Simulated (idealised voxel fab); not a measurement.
The name of this process module is voxel self aligned contacts.
Cross-sectional view cut (width: 255 nm; square cell size: 5 nm).
Throughout this document, each cross-section is represented as a grid of square cells and is presented as a sequence of bands enumerated from the top downward, where a band comprises one or more rows of cells. It is stipulated that each band's entry specify, in nanometres, the height of the top of the band and then that of its bottom, followed by the materials of the band in left-to-right sequence, each together with its width in nanometres. A single material marked by the word "edge to edge" is understood to fill the band from edge to edge; the word "empty" is understood to denote empty space. Heights are reckoned from 0. Under this level, the received wafer is all of one material. The bottommost band is open-ended downward, for example "0 down". Quick explanation for "30->40": the width changes in equal steps down the rows of cells, from the first number in the band's top row to the second number in its bottom row. Take "remained the same" at face value: in the step it is given for, the cross-section changed in none of its cells. Look at "Fully sealed voids" for the closed voids: empty spaces with no open path to the top, sized 8 cells or up. Each is width x height at distance, distance from the left edge, all nm. If you see something after the settings on a step's line, that's the simulator's own remark about that step. Regarding "overlay nm": on a step with a mask, it is the distance the mask lay to the right of its planned place; a negative value places it to the left.
-- The planned process steps are enumerated hereunder
1 op RECEIVE | material Si
2 op CONFORMAL_DEP | material SiO2 | thk nm 5
3 op DIRECTIONAL_DEP | material polySi | thk nm 30
4 op DIRECTIONAL_DEP | material SiN | thk nm 25
5 op DIRECTIONAL_DEP | material aC | thk nm 15
6 op PATTERN | tone cover | mask id GATE | material resist | width nm 35 | pitch nm 75 | thk nm 35 | overlay nm 0
7 op DIRECTIONAL_ETCH | etch materials aC | depth nm 15
8 op STRIP | etch materials resist
9 op DIRECTIONAL_ETCH | etch materials SiN | depth nm 25
10 op DIRECTIONAL_ETCH | etch materials polySi | depth nm 30
11 op STRIP | etch materials aC
12 op CONFORMAL_DEP | material SiN | thk nm 10
13 op DIRECTIONAL_ETCH | etch materials SiN | depth nm 10
14 op FILL_DEP | material SiO2 | thk nm 15
15 op CMP | height nm 70
16 op MASKED_ETCH | tone open | mask id CONTACT | width nm 60 | etch materials SiO2 | depth nm 70 | overlay nm 0
17 op CONFORMAL_DEP | material TiN | thk nm 5
18 op FILL_DEP | material W | thk nm 10
19 op CMP | height nm 70
20 op CONFORMAL_DEP | material SiN | thk nm 5
-- Cross-section, incoming material, after step 1
- 0 down | Si edge to edge
- Fully sealed voids: none
-- The plan above was carried out on the starting structure above with one mistake, and this cross-section shows the wafer at the end of the module
- 75 to 70 | SiN edge to edge
- 70 to 60 | 95 SiO2 | 5->25 TiN | 50->10 W | 5->25 TiN | 100 SiO2
- 60 to 35 | 60 SiO2 | 55 SiN | 5 TiN | 10 W | 5 TiN | 55 SiN | 65 SiO2
- 35 to 30 | 115 SiO2 | 20 TiN | 120 SiO2
- 30 to 0 | polySi edge to edge
- 0 down | Si edge to edge
- Fully sealed voids: none
Error vs. plan: so 2 and 3 got swapped relative to the plan, each ran where the other was supposed to
